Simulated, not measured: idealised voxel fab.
This section sets out a process module, namely voxel capacitor over wiring.
The cross-section shown here is cut; it is 205 nm wide and divided into square cells measuring 5 nm on a side.
Bands, listed from the top down, are how a cross-section gets written in this document; the cross-section itself is a grid of square cells, and a band is one or more rows of them.
A band entry consists of two parts. The first gives the height of the band's top and the height of its bottom, in nm. The rest lists the band's materials from left to right, each with its width in nm. A single material labelled with the word "everywhere" fills the band from edge to edge, and the word "blank" marks empty space.
Note: height 0 marks the level under which the wafer is uniformly one material as received. Lowest band unbounded below, written "top 0, no bottom".
The notation "30->40" denotes a width that varies across the rows of cells in the band, beginning at the first number in the top row, finishing at the second number in the bottom row, and changing by an identical amount from each row to the next.
For the purposes of this document, the phrase "no modifications" attached to a step denotes that no cell within the cross-section was modified by that step.
Voids not open to the top, 8 cells minimum: see "Sealed void inventory". Written width x height at distance; distance is from the left edge; nm.
What comes after the settings on a step's line is commentary from the simulator itself on that step.
overlay nm: mask right of planned place by this much (step with mask). Neg. = left.

[Intended process steps]
step 1: RECEIVE,material Si
step 2: CONFORMAL_DEP,material SiO2,thk nm 15
step 3: DIRECTIONAL_DEP,material TiN,thk nm 5
step 4: DIRECTIONAL_DEP,material Ru,thk nm 20
step 5: PATTERN,tone cover,mask id METAL_1,material resist,width nm 25,pitch nm 90,thk nm 20,overlay nm 0
step 6: DIRECTIONAL_ETCH,etch materials Ru,depth nm 20
step 7: DIRECTIONAL_ETCH,etch materials TiN,depth nm 5
step 8: STRIP,etch materials resist
step 9: CONFORMAL_DEP,material SiCN,thk nm 5
step 10: FILL_DEP,material lowk,thk nm 5
step 11: CMP,height nm 40
step 12: CONFORMAL_DEP,material SiCN,thk nm 5
step 13: DIRECTIONAL_DEP,material SiO2,thk nm 10
step 14: PATTERN,tone open,mask id PLUG_1,material resist,width nm 15,thk nm 20,overlay nm 0
step 15: DIRECTIONAL_ETCH,etch materials SiO2,depth nm 10
step 16: DIRECTIONAL_ETCH,etch materials SiCN,depth nm 5
step 17: STRIP,etch materials resist
step 18: EPI,material Ru,thk nm 10
step 19: EPI,material Ru,thk nm 5
step 20: DIRECTIONAL_DEP,material TiN,thk nm 10
step 21: DIRECTIONAL_DEP,material Al2O3,thk nm 5
step 22: DIRECTIONAL_DEP,material TiN,thk nm 10
step 23: PATTERN,tone cover,mask id UPPER_PLATE,material resist,width nm 70,thk nm 15,overlay nm 0
step 24: DIRECTIONAL_ETCH,etch materials TiN,depth nm 10
step 25: DIRECTIONAL_ETCH,etch materials Al2O3,depth nm 5
step 26: STRIP,etch materials resist
step 27: PATTERN,tone cover,mask id LOWER_PLATE,material resist,width nm 80,thk nm 20,overlay nm 0
step 28: DIRECTIONAL_ETCH,etch materials TiN,depth nm 10
step 29: STRIP,etch materials resist
step 30: FILL_DEP,material SiO2,thk nm 20
step 31: CMP,height nm 95
step 32: DIRECTIONAL_DEP,material aC,thk nm 15
step 33: PATTERN,tone open,mask id PLUG_2,material resist,width nm 15,thk nm 30,overlay nm 0
step 34: DIRECTIONAL_ETCH,etch materials aC,depth nm 15
step 35: STRIP,etch materials resist
step 36: DIRECTIONAL_ETCH,etch materials SiO2,depth nm 15
step 37: STRIP,etch materials aC
step 38: CONFORMAL_DEP,material TiN,thk nm 5
step 39: FILL_DEP,material W,thk nm 10
step 40: CMP,height nm 95
step 41: CONFORMAL_DEP,material SiCN,thk nm 5

[Cross-sectional view of the wafer in its as-received condition, corresponding to the state after step 1]
> top 0, no bottom: Si everywhere
> Sealed void inventory: none

[Run as planned - first of the two wafers cross-sectioned at the end of the module]
> top 100, bottom 95: SiCN everywhere
> top 95, bottom 85: SiO2=65  TiN=5  W=5  TiN=5  SiO2=125
> top 85, bottom 80: SiO2=65  TiN=15  SiO2=125
> top 80, bottom 70: SiO2=55  TiN=70  SiO2=80
> top 70, bottom 65: SiO2=55  Al2O3=70  SiO2=80
> top 65, bottom 55: SiO2=50  TiN=80  SiO2=75
> top 55, bottom 45: SiO2=55  Ru=15  SiO2=135
> top 45, bottom 40: SiCN=55  Ru=15  SiCN=135
> top 40, bottom 20: lowk=40  SiCN=5  Ru=25  SiCN=5  lowk=55  SiCN=5  Ru=25  SiCN=5  lowk=40
> top 20, bottom 15: SiCN=45  TiN=25  SiCN=65  TiN=25  SiCN=45
> top 15, bottom 0: SiO2 everywhere
> top 0, no bottom: Si everywhere
> Sealed void inventory: none

[Second wafer through the module, sectioned at the end: same beginning and same plan as the first wafer, with one mistake in carrying it out]
> top 100, bottom 95: SiCN everywhere
> top 95, bottom 85: SiO2=65  TiN=5  W=5  TiN=5  SiO2=125
> top 85, bottom 80: SiO2=65  TiN=15  SiO2=125
> top 80, bottom 70: SiO2=55  TiN=70  SiO2=80
> top 70, bottom 65: SiO2=55  Al2O3=70  SiO2=80
> top 65, bottom 55: SiO2=50  TiN=80  SiO2=75
> top 55, bottom 45: SiO2=55  Ru=20  SiO2=130
> top 45, bottom 40: SiCN=55  Ru=20  SiCN=130
> top 40, bottom 20: lowk=40  SiCN=5  Ru=25  SiCN=5  lowk=55  SiCN=5  Ru=25  SiCN=5  lowk=40
> top 20, bottom 15: SiCN=45  TiN=25  SiCN=65  TiN=25  SiCN=45
> top 15, bottom 0: SiO2 everywhere
> top 0, no bottom: Si everywhere
> Sealed void inventory: none
In executing the process, a mistake was made relative to the plan: note that step 14 departed from the planned setting and was carried out as PATTERN,tone open,mask id PLUG_1,material resist,width nm 20,thk nm 20,overlay nm 0
Wrapping up, a cell-based count of both wafers puts the second over or under the first for these materials: Ru +3, SiCN -1, SiO2 -2
